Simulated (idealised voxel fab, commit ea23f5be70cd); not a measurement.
Process module, titled voxel gate over fins
The width of the displayed cross-section, cut, is 235 nm; its cells are square, with a size of 5 nm.
In this document a cross-section is written as a grid of square cells. It is given as a series of bands, listed from the top down, and a band is one or more rows of cells. What a band's entry tells you: where the top is and where the bottom is, as heights in nm, and after that what lies inside, material by material from left to right, each with its width in nm. Empty space is written as the word "empty", and a single material marked with the word "full width" occupies the band from edge to edge. Zero point of the height axis is 0; under it, received wafer = one material. Lowest band: continues down indefinitely, "0 and below". Quick explanation for "30->40": the width changes in equal steps down the rows of cells, from the first number in the band's top row to the second number in its bottom row. "no alteration" (step): cross-section cells unchanged, all of them. If an empty space has no open way to the top and is at least 8 cells in size, "Sealed cavities" lists it, written width x height at distance, where distance is measured from the left edge and every value is in nm. Where a step's line continues beyond its settings, the continuation is a remark by the simulator itself on that step. overlay nm: mask right of planned place by this much (step with mask). Neg. = left.

# These are the steps we planned for the process
| 1 | RECEIVE [material Si] |
| 2 | CONFORMAL_DEP [material SiN] [thk nm 5] |
| 3 | MASKED_ETCH [tone cover] [mask id FINS] [width nm 15] [pitch nm 55] [etch materials SiN] [depth nm 5] [overlay nm -15] |
| 4 | MASKED_ETCH [tone cover] [mask id FINS] [width nm 15] [pitch nm 55] [etch materials Si] [depth nm 40] [overlay nm 0] |
| 5 | OXIDIZE [depth nm 5] |
| 6 | FILL_DEP [material SiO2] [thk nm 10] |
| 7 | CMP [height nm 5] |
| 8 | PATTERN [tone open] [mask id RAIL] [material resist] [width nm 15] [thk nm 20] [overlay nm 0] |
| 9 | DIRECTIONAL_ETCH [etch materials SiO2] [depth nm 40] |
| 10 | STRIP [etch materials resist] |
| 11 | CONFORMAL_DEP [material TiN] [thk nm 5] |
| 12 | FILL_DEP [material Ru] [thk nm 5] |
| 13 | CMP [height nm 5] |
| 14 | SELECTIVE_ETCH [etch materials W Ru TiN] [depth nm 25] |
| 15 | FILL_DEP [material SiO2] [thk nm 5] |
| 16 | CMP [height nm 5] |
| 17 | SELECTIVE_ETCH [etch materials SiO2] [depth nm 15] |
| 18 | STRIP [etch materials SiN] |
| 19 | CONFORMAL_DEP [material HfO2] [thk nm 5] |
| 20 | CONFORMAL_DEP [material TiN] [thk nm 5] |
| 21 | CONFORMAL_DEP [material TiAl] [thk nm 5] |
| 22 | CONFORMAL_DEP [material TiN] [thk nm 5] |
| 23 | FILL_DEP [material W] [thk nm 15] |
| 24 | CMP [height nm 30] |
| 25 | CONFORMAL_DEP [material SiN] [thk nm 5] |
Split variable: overlay nm, step 3. Plan value = first wafer. Wafers start alike.

# Cross-section, first of several wafers, as delivered after step 1
> 0 and below | Si full width
> Sealed cavities: none

# Depicted here is the first of several wafers in cross-section, at module completion following the last step, step 25
> 35 down to 30 | SiN full width
> 30 down to 20 | W full width
> 20 down to 15 | W=50, TiN=45, W=10, TiN=45, W=85
> 15 down to 10 | W=50, TiN=5, TiAl=35, TiN=20, TiAl=35, TiN=20, W=70
> 10 down to 5 | TiN=55, TiAl=5, TiN=25, TiAl=20, TiN=5, TiAl=5, TiN=25, TiAl=20, TiN=75
> 5 down to 0 | TiAl=60, TiN=5, HfO2=15, TiN=20, TiAl=15, TiN=5, HfO2=15, TiN=20, TiAl=80
> 0 down to -5 | TiN=65, HfO2=5, Si=5, HfO2=20, TiN=25, HfO2=5, Si=5, HfO2=20, TiN=85
> -5 down to -10 | HfO2=70, Si=20, HfO2=35, Si=20, HfO2=90
> -10 down to -20 | SiO2=70, Si=20, SiO2=35, Si=20, SiO2=90
> -20 down to -30 | SiO2=70, Si=20, SiO2=15, TiN=5, Ru=5, TiN=5, SiO2=5, Si=20, SiO2=90
> -30 down to -35 | SiO2=70, Si=20, SiO2=15, TiN=15, SiO2=5, Si=20, SiO2=90
> -35 down to -45 | SiO2=70, Si=20, SiO2=35, Si=20, SiO2=90
> -45 and below | Si full width
> Sealed cavities: none

# last wafer at the end
> 35 down to 30 | SiN full width
> 30 down to 20 | W full width
> 20 down to 15 | W=80, TiN=45, W=10, TiN=45, W=55
> 15 down to 10 | W=65, TiN=20, TiAl=35, TiN=20, TiAl=35, TiN=5, W=55
> 10 down to 5 | TiN=70, TiAl=20, TiN=25, TiAl=5, TiN=5, TiAl=20, TiN=25, TiAl=5, TiN=60
> 5 down to 0 | TiAl=75, TiN=20, HfO2=15, TiN=5, TiAl=15, TiN=20, HfO2=15, TiN=5, TiAl=65
> 0 down to -5 | TiN=80, HfO2=20, Si=5, HfO2=5, TiN=25, HfO2=20, Si=5, HfO2=5, TiN=70
> -5 down to -10 | HfO2=85, Si=20, HfO2=35, Si=20, HfO2=75
> -10 down to -20 | SiO2=85, Si=20, SiO2=35, Si=20, SiO2=75
> -20 down to -35 | SiO2=85, Si=20, SiO2=5, TiN=10, SiO2=20, Si=20, SiO2=75
> -35 down to -45 | SiO2=85, Si=20, SiO2=35, Si=20, SiO2=75
> -45 and below | Si full width
> Sealed cavities: none

# The following table contains a row per wafer, in which are reported, at the conclusion of the module, the cells of each material gained (+) or lost (-) since the wafer's receipt, with its closed voids given thereafter
overlay nm -15; +55 HfO2; +2 Ru; -357 Si; +47 SiN; +264 SiO2; +55 TiAl; +116 TiN; +147 W; Sealed cavities: none
overlay nm -10; +55 HfO2; +2 Ru; -373 Si; +47 SiN; +278 SiO2; +55 TiAl; +117 TiN; +148 W; Sealed cavities: none
overlay nm -5; +55 HfO2; +2 Ru; -389 Si; +47 SiN; +292 SiO2; +55 TiAl; +117 TiN; +150 W; Sealed cavities: none
overlay nm 0; +55 HfO2; +2 Ru; -405 Si; +47 SiN; +306 SiO2; +55 TiAl; +117 TiN; +152 W; Sealed cavities: none
overlay nm 5; +55 HfO2; +2 Ru; -389 Si; +47 SiN; +292 SiO2; +55 TiAl; +117 TiN; +150 W; Sealed cavities: none
overlay nm 10; +55 HfO2; +2 Ru; -373 Si; +47 SiN; +278 SiO2; +55 TiAl; +117 TiN; +148 W; Sealed cavities: none
overlay nm 15; +55 HfO2; -357 Si; +47 SiN; +267 SiO2; +55 TiAl; +115 TiN; +147 W; Sealed cavities: none
